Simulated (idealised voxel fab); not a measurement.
Process module under the name voxel released beams
Pictured: cross-section cut, 185 nm wide, on a grid of 5 nm square cells.
Square cells in a grid make up a cross-section in this document, and the grid is given as bands, listed from the top down, each one or more rows of cells. Within each band entry, the heights of the top and of the bottom of the band appear first, in that order and in nm; the materials of the band then follow from left to right, each with its corresponding width in nm. The designation "full width" on a single material indicates that it fills the band from edge to edge; the designation "empty" indicates empty space. Height is counted from the level 0, under which the received wafer is composed throughout of one material. The lowest of the bands is not closed at the bottom but continues downward, in the notation "0 -> down". A width such as "30 to 40" changes by the same amount from each row of cells to the next, from the band's top row to its bottom row. You'll sometimes find "no modifications" written for a step, and that's the way of saying that nowhere in the cross-section did a cell change during that step. In "Completely enclosed voids" the enclosed voids are listed, meaning empty spaces of 8 cells or larger without any opening to the top. The form is width x height at distance, distance from the left edge, units nm. The remark found on a step's line after its settings is issued by the simulator itself and pertains to that step. Steps that use a mask can have "overlay nm" on their line. It says how far the mask sat to the right of where it was meant to be. Negative means to the left.

## The process steps that were planned are listed below
1,op RECEIVE | material Si
2,op CONFORMAL_DEP | material SiN | thk nm 5
3,op DIRECTIONAL_DEP | material SiO2 | thk nm 15
4,op MASKED_ETCH | tone open | mask id ANCHOR | width nm 30 | etch materials SiO2 | depth nm 15 | overlay nm 0
5,op CONFORMAL_DEP | material TiN | thk nm 10
6,op PATTERN | tone cover | mask id BEAM | material resist | width nm 105 | thk nm 20 | overlay nm 0
7,op DIRECTIONAL_ETCH | etch materials TiN | depth nm 10
8,op STRIP | etch materials resist
9,op STRIP | etch materials SiO2

## Wafer cross-section on receipt, i.e. after step 1
0 -> down | Si full width
Completely enclosed voids: none

## Run as planned - first of the two wafers cross-sectioned at the end of the module
30 -> 20 | 35 empty  15 TiN  10 empty  80 TiN  45 empty
20 -> 15 | 40 empty  10 TiN  10 empty  10 TiN  115 empty
15 -> 5 | 40 empty  30 TiN  115 empty
5 -> 0 | SiN full width
0 -> down | Si full width
Completely enclosed voids: none

## Here's the second of our two wafers sectioned at module end. Same start as the first, same plan, but one mistake got made running it
0 -> down | Si full width
Completely enclosed voids: none
Against the plan, the run slipped here: step 2: run off-plan, actual operation and settings op CONFORMAL_DEP | material SiO2 | thk nm 5
Final difference in cells, second wafer against first, listed per material as more or fewer: SiN: 37 fewer; TiN: 54 fewer
